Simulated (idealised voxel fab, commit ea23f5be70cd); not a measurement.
Process module heading - voxel plated lines
Pictured: cross-section cut, 225 nm wide, on a grid of 5 nm square cells.
Cross-section format: a grid of square cells, given as bands from top to bottom; each band is one or more rows of cells.
Quick guide to a band line: top height, bottom height (nm) up front; then every material left to right with its width in nm. Only one material and it's marked "everywhere"? Then it fills the band edge to edge. And "air" just means empty space.
All heights in this document are referenced to 0, defined as the level beneath which the wafer, as received, consists entirely of one material. The lowest band is not bounded below; it extends indefinitely downward and is written in the form "0..down".
Read "30->40" as a graded width: first number on top, second number at the bottom, same change between each pair of neighbouring rows.
Where a step carries "same as before", the cross-section came out of it unchanged, cell for cell.
"Sealed internal voids" means: voids of 8 cells or more that are shut off from the top with no open way through. Written width x height at distance, distance from the left edge, in nm.
Past the settings on a step's line: simulator remark, on that step.
overlay nm: mask right of planned place by this much (step with mask). Neg. = left.

# Intended process steps
1) RECEIVE: material Si
2) CONFORMAL_DEP: material Al2O3, thk nm 5
3) DIRECTIONAL_DEP: material TiN, thk nm 5
4) PATTERN: tone open, mask id LINES, material resist, width nm 20, pitch nm 45, thk nm 30, overlay nm -15
5) EPI: material Ru, thk nm 5
6) EPI: material Ru, thk nm 5
7) STRIP: etch materials resist
8) DIRECTIONAL_ETCH: etch materials TiN, depth nm 5
9) CONFORMAL_DEP: material SiN, thk nm 10
For this document, wafers share an identical start and vary in the step 4 overlay nm; the plan quotes the first wafer's value.

# Step 1 complete: as-received cross-section of the first of several wafers
0..down = Si everywhere
Sealed internal voids: none

# Note: the following table is arranged by wafer, a row apiece. Each row reports the end-of-module state: per material, cells gained (+) or cells lost (-) compared with the wafer as received; closed voids follow
overlay nm -15; +45 Al2O3; +16 Ru; +114 SiN; +8 TiN; Sealed internal voids: none
overlay nm -10; +45 Al2O3; +16 Ru; +114 SiN; +8 TiN; Sealed internal voids: none
overlay nm -5; +45 Al2O3; +16 Ru; +114 SiN; +8 TiN; Sealed internal voids: none
overlay nm 0; +45 Al2O3; +16 Ru; +114 SiN; +8 TiN; Sealed internal voids: none
overlay nm 5; +45 Al2O3; +16 Ru; +114 SiN; +8 TiN; Sealed internal voids: none
overlay nm 10; +45 Al2O3; +16 Ru; +114 SiN; +8 TiN; Sealed internal voids: none
overlay nm 15; +45 Al2O3; +16 Ru; +114 SiN; +8 TiN; Sealed internal voids: none
